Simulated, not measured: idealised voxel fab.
This is a process module. Its name is voxel released beams.
The cross-section shown here is cut; it is 240 nm wide and divided into square cells measuring 5 nm on a side.
When this document writes out a cross-section, it uses a grid of square cells and lists it as bands, beginning at the top and moving down, with a band standing for one or more rows of cells. First you get the band's top height and its bottom height, in nm, and then the materials it's made of, left to right, with each width in nm. If you see a single material with "edge to edge", that one covers the band edge to edge. "blank" is empty space. Heights are expressed relative to 0, this being the level below which the as-received wafer comprises one material exclusively. The lowest band is unbounded in the downward direction and is denoted as in "0 and below". Width spec "30->40" -> top row of cells at first value, bottom row at second value, equal per-row change in between. Basically "no alteration" means that step didn't change any cell in the cross-section. The entry "Enclosed voids" lists the empty spaces that cover at least 8 cells and have no open path to the top. Each is written as width x height at distance, where the distance is measured from the left edge and all three values are in nm. That trailing text on a step's line, after the settings, is the simulator's own remark on the step. Regarding "overlay nm": on a step with a mask, it is the distance the mask lay to the right of its planned place; a negative value places it to the left.

**Here's what the planned process steps look like**
1: RECEIVE with material Si
2: CONFORMAL_DEP with material SiN, thk nm 10
3: DIRECTIONAL_DEP with material SiO2, thk nm 10
4: PATTERN with tone open, mask id ANCHOR, material resist, width nm 45, thk nm 20, overlay nm 0
5: DIRECTIONAL_ETCH with etch materials SiO2, depth nm 10
6: STRIP with etch materials resist
7: CONFORMAL_DEP with material W, thk nm 5
8: MASKED_ETCH with tone cover, mask id BEAM, width nm 105, etch materials W, depth nm 15, overlay nm 0
9: STRIP with etch materials SiO2
The plan's step 7 thk nm is the first wafer's value; the wafers differ in this setting and start identical.

**The first of several wafers, as received after step 1, seen in section**
    0 and below = Si edge to edge
    Enclosed voids: none

**Table: wafers, a row each; end-of-module cell change per material since receipt, gain (+), loss (-); then closed voids**
thk nm 5 | +96 SiN | +25 W | Enclosed voids: none
thk nm 10 | +96 SiN | +50 W | Enclosed voids: none
thk nm 15 | +96 SiN | +75 W | Enclosed voids: none
thk nm 20 | +96 SiN | +78 SiO2 | +127 W | Enclosed voids: none
thk nm 25 | +96 SiN | +78 SiO2 | +177 W | Enclosed voids: none
thk nm 30 | +96 SiN | +78 SiO2 | +225 W | Enclosed voids: none
